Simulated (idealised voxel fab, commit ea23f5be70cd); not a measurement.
Documented hereafter: the process module known as voxel transistor to metal.
Cross-section cut: width 165 nm, square cells of 5 nm.
Bands, listed from the top down, are how a cross-section gets written in this document; the cross-section itself is a grid of square cells, and a band is one or more rows of them.
Heads up on the band format: heights come first, top then bottom, in nm. After that it's the materials left to right, each with its width in nm. A single material flagged "edge to edge" fills the whole band edge to edge, and "air" means there's empty space there.
Heads up on the height convention: 0 is the point under which the incoming wafer is all one material, and the lowest band has no bottom, it just keeps going down, like "from 0 down".
Note: "30 to 40" means the width goes from the first number (top row of the band) to the second number (bottom row) in equal steps per row of cells.
Key: "identical to before" - step with no changed cell in the cross-section.
Closed void register: empty space of 8 cells or more with no open way to the top, each as width x height at its distance from the left edge, in nm
Where a step's line continues beyond its settings, the continuation is a remark by the simulator itself on that step.
overlay nm: where the mask lay relative to plan, measured to the right, on steps with a mask; negatives go left.

List of planned process steps
1: RECEIVE: material Si
2: OXIDIZE: depth nm 5
3: CONFORMAL_DEP: material SiN, thk nm 15
4: DIRECTIONAL_DEP: material aC, thk nm 10
5: PATTERN: tone cover, mask id ACTIVE, material resist, width nm 115, thk nm 30, overlay nm 0
6: DIRECTIONAL_ETCH: etch materials aC, depth nm 10
7: STRIP: etch materials resist
8: DIRECTIONAL_ETCH: etch materials SiN, depth nm 15
9: DIRECTIONAL_ETCH: etch materials SiO2, depth nm 5
10: DIRECTIONAL_ETCH: etch materials Si, depth nm 20
11: STRIP: etch materials aC
12: OXIDIZE: depth nm 5
13: FILL_DEP: material SiO2, thk nm 15
14: CMP: height nm 15
15: SELECTIVE_ETCH: etch materials SiO2, depth nm 10
16: STRIP: etch materials SiN
17: SELECTIVE_ETCH: etch materials SiO2, depth nm 5
18: OXIDIZE: depth nm 5
19: DIRECTIONAL_DEP: material polySi, thk nm 20
20: DIRECTIONAL_DEP: material SiCN, thk nm 15
21: MASKED_ETCH: tone cover, mask id GATE, width nm 25, etch materials SiCN, depth nm 25, overlay nm 0
22: MASKED_ETCH: tone cover, mask id GATE, width nm 25, etch materials polySi, depth nm 30, overlay nm -5
23: CONFORMAL_DEP: material SiO2, thk nm 5
24: DIRECTIONAL_ETCH: etch materials SiO2, depth nm 5
25: CONFORMAL_DEP: material SiN, thk nm 5
26: DIRECTIONAL_ETCH: etch materials SiN, depth nm 5
27: DIRECTIONAL_ETCH: etch materials SiO2, depth nm 5
28: DIRECTIONAL_ETCH: etch materials Si, depth nm 5
29: EPI: material SiGe, thk nm 10
30: FILL_DEP: material SiO2, thk nm 5
31: CMP: height nm 15
32: STRIP: etch materials polySi
33: SELECTIVE_ETCH: etch materials SiO2, depth nm 5
34: CONFORMAL_DEP: material HfO2, thk nm 5
35: CONFORMAL_DEP: material TiN, thk nm 5
36: FILL_DEP: material W, thk nm 5
37: CMP: height nm 10
38: DIRECTIONAL_DEP: material SiO2, thk nm 15
39: PATTERN: tone open, mask id CONTACT, material resist, width nm 15, pitch nm 80, thk nm 15, overlay nm 0
40: DIRECTIONAL_ETCH: etch materials SiO2, depth nm 30
41: STRIP: etch materials resist
42: CONFORMAL_DEP: material TiN, thk nm 5
43: FILL_DEP: material Ru, thk nm 5
44: CMP: height nm 25
45: DIRECTIONAL_DEP: material TiN, thk nm 5
46: DIRECTIONAL_DEP: material Ru, thk nm 15
47: MASKED_ETCH: tone cover, mask id METAL_1, width nm 15, pitch nm 80, etch materials Ru, depth nm 15, overlay nm 0
48: MASKED_ETCH: tone cover, mask id METAL_1, width nm 15, pitch nm 80, etch materials TiN, depth nm 5, overlay nm 0
49: CONFORMAL_DEP: material SiN, thk nm 5
50: FILL_DEP: material SiO2, thk nm 5
51: CMP: height nm 45
52: CONFORMAL_DEP: material SiCN, thk nm 5
53: DIRECTIONAL_DEP: material SiO2, thk nm 35
54: PATTERN: tone open, mask id METAL_2, material resist, width nm 15, pitch nm 80, thk nm 20, overlay nm 0
55: DIRECTIONAL_ETCH: etch materials SiO2, depth nm 20
56: STRIP: etch materials resist
57: PATTERN: tone open, mask id METAL_2_HOLES, material resist, width nm 15, pitch nm 80, thk nm 15, overlay nm 0
58: DIRECTIONAL_ETCH: etch materials SiO2, depth nm 15
59: DIRECTIONAL_ETCH: etch materials SiCN, depth nm 5
60: STRIP: etch materials resist
61: CONFORMAL_DEP: material TiN, thk nm 5
62: FILL_DEP: material Cu, thk nm 5
63: CMP: height nm 85
64: CONFORMAL_DEP: material SiCN, thk nm 5
The value of overlay nm given for step 22 in the plan refers to the first wafer; the wafers vary in this setting and are alike at the start.

Cross-section: the first of several wafers in its as-received state, i.e. following step 1
  from 0 down = Si edge to edge
  Closed void register: none

After the module's final step, step 64: the first of several wafers in cross-section
  from 90 to 85 = SiCN edge to edge
  from 85 to 50 = SiO2 (35), then TiN (5), then Cu (5), then TiN (5), then SiO2 (65), then TiN (5), then Cu (5), then TiN (5), then SiO2 (35)
  from 50 to 45 = SiCN (35), then TiN (15), then SiCN (65), then TiN (15), then SiCN (35)
  from 45 to 30 = SiO2 (30), then SiN (5), then Ru (15), then SiN (5), then SiO2 (55), then SiN (5), then Ru (15), then SiN (5), then SiO2 (30)
  from 30 to 25 = SiN (35), then TiN (15), then SiN (65), then TiN (15), then SiN (35)
  from 25 to 10 = SiO2 (35), then TiN (5), then Ru (5), then TiN (5), then SiO2 (65), then TiN (5), then Ru (5), then TiN (5), then SiO2 (35)
  from 10 to 5 = SiO2 (35), then TiN (5), then Ru (5), then TiN (5), then SiO2 (5), then SiN (5), then HfO2 (5), then TiN (5), then W (20), then TiN (5), then HfO2 (5), then SiN (5), then SiO2 (10), then TiN (5), then Ru (5), then TiN (5), then SiO2 (35)
  from 5 to 0 = SiO2 (35), then TiN (15), then SiO2 (5), then SiN (5), then HfO2 (5), then TiN (5), then W (20), then TiN (5), then HfO2 (5), then SiN (5), then SiO2 (10), then TiN (5), then Ru (5), then TiN (5), then SiO2 (35)
  from 0 to -5 = SiO2 (25), then SiN (5), then SiO2 (5), then TiN (10), then SiGe (10), then SiN (5), then HfO2 (5), then TiN (30), then HfO2 (5), then SiN (5), then SiGe (10), then TiN (15), then SiO2 (5), then SiN (5), then SiO2 (25)
  from -5 to -10 = SiO2 (30), then SiGe (25), then SiO2 (5), then HfO2 (40), then SiO2 (5), then SiGe (30), then SiO2 (30)
  from -10 to -15 = SiO2 (30), then SiGe (25), then Si (50), then SiGe (30), then SiO2 (30)
  from -15 to -30 = SiO2 (30), then Si (105), then SiO2 (30)
  from -30 down = Si edge to edge
  Closed void register: none

Last wafer, end of module, cross-section
  from 90 to 85 = SiCN edge to edge
  from 85 to 50 = SiO2 (35), then TiN (5), then Cu (5), then TiN (5), then SiO2 (65), then TiN (5), then Cu (5), then TiN (5), then SiO2 (35)
  from 50 to 45 = SiCN (35), then TiN (15), then SiCN (65), then TiN (15), then SiCN (35)
  from 45 to 30 = SiO2 (30), then SiN (5), then Ru (15), then SiN (5), then SiO2 (55), then SiN (5), then Ru (15), then SiN (5), then SiO2 (30)
  from 30 to 25 = SiN (35), then TiN (15), then SiN (65), then TiN (15), then SiN (35)
  from 25 to 10 = SiO2 (35), then TiN (5), then Ru (5), then TiN (5), then SiO2 (65), then TiN (5), then Ru (5), then TiN (5), then SiO2 (35)
  from 10 to 5 = SiO2 (35), then TiN (5), then Ru (5), then TiN (5), then SiO2 (10), then SiN (5), then HfO2 (5), then TiN (5), then W (20), then TiN (5), then HfO2 (5), then SiN (5), then SiO2 (5), then TiN (5), then Ru (5), then TiN (5), then SiO2 (35)
  from 5 to 0 = SiO2 (35), then TiN (5), then Ru (5), then TiN (5), then SiO2 (10), then SiN (5), then HfO2 (5), then TiN (5), then W (20), then TiN (5), then HfO2 (5), then SiN (5), then SiO2 (5), then TiN (15), then SiO2 (35)
  from 0 to -5 = SiO2 (25), then SiN (5), then SiO2 (5), then TiN (15), then SiGe (10), then SiN (5), then HfO2 (5), then TiN (30), then HfO2 (5), then SiN (5), then SiGe (10), then TiN (10), then SiO2 (5), then SiN (5), then SiO2 (25)
  from -5 to -10 = SiO2 (30), then SiGe (30), then SiO2 (5), then HfO2 (40), then SiO2 (5), then SiGe (25), then SiO2 (30)
  from -10 to -15 = SiO2 (30), then SiGe (30), then Si (50), then SiGe (25), then SiO2 (30)
  from -15 to -30 = SiO2 (30), then Si (105), then SiO2 (30)
  from -30 down = Si edge to edge
  Closed void register: none

Heads up, this table goes wafer by wafer. A row tells you, at the end of the module, how many cells of each material that wafer has put on (+) or dropped (-) since it was received, and then its closed voids
overlay nm -5; +14 Cu; +14 HfO2; +27 Ru; -125 Si; +60 SiCN; +26 SiGe; +47 SiN; +447 SiO2; +76 TiN; +8 W; Closed void register: none
overlay nm 0; +14 Cu; +13 HfO2; +28 Ru; -126 Si; +60 SiCN; +28 SiGe; +47 SiN; +449 SiO2; +75 TiN; +6 W; Closed void register: none
overlay nm 5; +14 Cu; +14 HfO2; +27 Ru; -125 Si; +60 SiCN; +26 SiGe; +47 SiN; +447 SiO2; +76 TiN; +8 W; Closed void register: none
